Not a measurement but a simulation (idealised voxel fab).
process module | voxel double patterning
The cross-section shown here is cut; it is 160 nm wide and divided into square cells measuring 5 nm on a side.
In this document a cross-section is written as a grid of square cells. It is given as a series of bands, listed from the top down, and a band is one or more rows of cells. Within each band entry, the heights of the top and of the bottom of the band appear first, in that order and in nm; the materials of the band then follow from left to right, each with its corresponding width in nm. The designation "throughout" on a single material indicates that it fills the band from edge to edge; the designation "empty" indicates empty space. Ref level 0: as-received wafer is one material below here. Bottom band extends down with no lower bound ("0 -> down"). Graded width ("30..40"): value in top row of band = first number; value in bottom row = second number; row-to-row change constant. Basically "nothing was modified" means that step didn't change any cell in the cross-section. If an empty space has no open way to the top and is at least 8 cells in size, "Sealed internal cavities" lists it, written width x height at distance, where distance is measured from the left edge and every value is in nm. Step line, after settings: the simulator's comment on this step. Each step line may optionally specify "overlay nm", which for a step with a mask gives the rightward distance between the mask's planned place and where it lay, a negative value indicating the leftward direction.

### This section lists the process steps that were planned
1: RECEIVE,material Si
2: CONFORMAL_DEP,material SiO2,thk nm 10
3: DIRECTIONAL_DEP,material polySi,thk nm 15
4: DIRECTIONAL_DEP,material SiN,thk nm 10
5: PATTERN,tone open,mask id FIRST,material resist,width nm 15,pitch nm 50,thk nm 20,overlay nm 0
6: DIRECTIONAL_ETCH,etch materials SiN,depth nm 10
7: STRIP,etch materials resist
8: MASKED_ETCH,tone open,mask id SECOND,width nm 15,pitch nm 50,etch materials SiN,depth nm 10,overlay nm 0
9: DIRECTIONAL_ETCH,etch materials polySi,depth nm 5
10: STRIP,etch materials SiN
What sets these wafers apart? The depth nm at step 9. They all start alike, and the plan carries the first wafer's value.

### After step 1, as received: first of several wafers, cross-section
    0 -> down = Si throughout
    Sealed internal cavities: none

### Last step of the module is step 10; after it, the first of several wafers in cross-section
    25 -> 20 = 20 of polySi | 15 of empty | 10 of polySi | 15 of empty | 10 of polySi | 15 of empty | 10 of polySi | 15 of empty | 10 of polySi | 15 of empty | 25 of polySi
    20 -> 10 = polySi throughout
    10 -> 0 = SiO2 throughout
    0 -> down = Si throughout
    Sealed internal cavities: none

### Cross-section, module end, final of several wafers
    25 -> 10 = 20 of polySi | 15 of empty | 10 of polySi | 15 of empty | 10 of polySi | 15 of empty | 10 of polySi | 15 of empty | 10 of polySi | 15 of empty | 25 of polySi
    10 -> 0 = SiO2 throughout
    0 -> down = Si throughout
    Sealed internal cavities: none

### Each row below is a wafer at the end of the module, listing for every material the number of cells it has gained (+) or lost (-) since it was received, followed by its closed voids
depth nm 5, +64 SiO2, +81 polySi, Sealed internal cavities: none
depth nm 10, +64 SiO2, +66 polySi, Sealed internal cavities: none
depth nm 15, +64 SiO2, +51 polySi, Sealed internal cavities: none
depth nm 20, +64 SiO2, +51 polySi, Sealed internal cavities: none
depth nm 25, +64 SiO2, +51 polySi, Sealed internal cavities: none
depth nm 30, +64 SiO2, +51 polySi, Sealed internal cavities: none
